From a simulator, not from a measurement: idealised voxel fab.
You're looking at the process module voxel double patterning.
cross-section cut | 220 nm wide | cells 5 nm
This document writes a cross-section as a grid whose cells are square, and gives it as bands, listed from the top down; one or more rows of cells form a band. Heads up on the band format: heights come first, top then bottom, in nm. After that it's the materials left to right, each with its width in nm. A single material flagged "edge to edge" fills the whole band edge to edge, and "blank" means there's empty space there. A quick word on heights: they are counted from 0, and under that level the wafer as it came to us is one material throughout. The lowest band is different from the rest in having no bottom; it simply continues downward, written as in "z 0 and below". Graded width ("30..40"): value in top row of band = first number; value in bottom row = second number; row-to-row change constant. "changes: none" (step): cross-section cells unchanged, all of them. Look at "Sealed internal cavities" for the closed voids: empty spaces with no open path to the top, sized 8 cells or up. Each is width x height at distance, distance from the left edge, all nm. Where a step's line continues beyond its settings, the continuation is a remark by the simulator itself on that step. overlay nm: step with mask; distance mask lay right of planned place; negative value = left of planned place.

# Process steps - plan
| 1 | RECEIVE with material Si |
| 2 | CONFORMAL_DEP with material SiO2, thk nm 10 |
| 3 | DIRECTIONAL_DEP with material W, thk nm 15 |
| 4 | DIRECTIONAL_DEP with material SiCN, thk nm 5 |
| 5 | DIRECTIONAL_DEP with material aC, thk nm 10 |
| 6 | PATTERN with tone open, mask id FIRST, material resist, width nm 15, pitch nm 50, thk nm 25, overlay nm 0 |
| 7 | DIRECTIONAL_ETCH with etch materials aC, depth nm 10 |
| 8 | STRIP with etch materials resist |
| 9 | DIRECTIONAL_ETCH with etch materials SiCN, depth nm 5 |
| 10 | STRIP with etch materials aC |
| 11 | DIRECTIONAL_DEP with material aC, thk nm 10 |
| 12 | PATTERN with tone open, mask id SECOND, material resist, width nm 15, pitch nm 50, thk nm 30, overlay nm 0 |
| 13 | DIRECTIONAL_ETCH with etch materials aC, depth nm 10 |
| 14 | STRIP with etch materials resist |
| 15 | DIRECTIONAL_ETCH with etch materials SiCN, depth nm 5 |
| 16 | STRIP with etch materials aC |
| 17 | DIRECTIONAL_ETCH with etch materials W, depth nm 15 |
| 18 | STRIP with etch materials SiCN |

# as received, after step 1
> z 0 and below | Si edge to edge
> Sealed internal cavities: none

# Look at the cross-section after the module: the wafer started out the way shown above and the plan was the one shown above, yet one mistake was made along the way
> z 40 to 35 | 50 of SiO2, 15 of blank, 35 of SiO2, 15 of blank, 35 of SiO2, 15 of blank, 55 of SiO2
> z 35 to 30 | SiO2 edge to edge
> z 30 to 25 | 50 of SiCN, 15 of SiO2, 35 of SiCN, 15 of SiO2, 35 of SiCN, 15 of SiO2, 55 of SiCN
> z 25 to 10 | W edge to edge
> z 10 to 0 | SiO2 edge to edge
> z 0 and below | Si edge to edge
> Sealed internal cavities: none
The plan and the run diverged here: contrary to plan, step 11 was performed as DIRECTIONAL_DEP with material SiO2, thk nm 10
